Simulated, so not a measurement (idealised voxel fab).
process module | voxel spacer lines
cross-section cut | 245 nm wide | cells 5 nm
A cross-section is a grid of square cells, given in bands from the top down. A band is one or more rows of cells.
Each band's line starts with the height of the band's top and of its bottom, in nm. Then come its materials from left to right, each with its width in nm. One material with "throughout" fills the band from edge to edge. "air" is empty space.
Height 0 is the level under which the wafer as received is all one material. The lowest band goes on downwards, as in "0 down".
A width such as "30 to 40" changes by the same amount from each row of cells to the next, from the band's top row to its bottom row.
"no change" after a step means that no cell of the cross-section changed.
closed voids: empty space of 8 cells or more with no open way to the top, each as width x height at its distance from the left edge, in nm
after a step's settings: what the simulator itself notes on the step
overlay nm, on a step with a mask: how far to the right of its planned place the mask lay; to the left if negative
plan
1 op RECEIVE | material Si
2 op CONFORMAL_DEP | material Al2O3 | thk nm 5
3 op DIRECTIONAL_DEP | material W | thk nm 20
4 op DIRECTIONAL_DEP | material aC | thk nm 25
5 op PATTERN | tone cover | mask id MANDREL | material resist | width nm 25 | pitch nm 70 | thk nm 30 | overlay nm 0
6 op DIRECTIONAL_ETCH | etch materials aC | depth nm 25
7 op STRIP | etch materials resist
8 op CONFORMAL_DEP | material SiO2 | thk nm 10
9 op DIRECTIONAL_ETCH | etch materials SiO2 | depth nm 10
10 op STRIP | etch materials aC
11 op DIRECTIONAL_ETCH | etch materials W | depth nm 20
12 op STRIP | etch materials SiO2
as received, after step 1
  0 down: Si throughout
  closed voids: none
a wafer at the end: this start, this plan, one mistake
  25 to 5: air 75 | W 10 | air 5 | W 10 | air 45 | W 10 | air 5 | W 10 | air 75
  5 to 0: Al2O3 throughout
  0 down: Si throughout
  closed voids: none
what went wrong: step 5 ran as: op PATTERN | tone open | mask id MANDREL | material resist | width nm 25 | pitch nm 70 | thk nm 30 | overlay nm 0
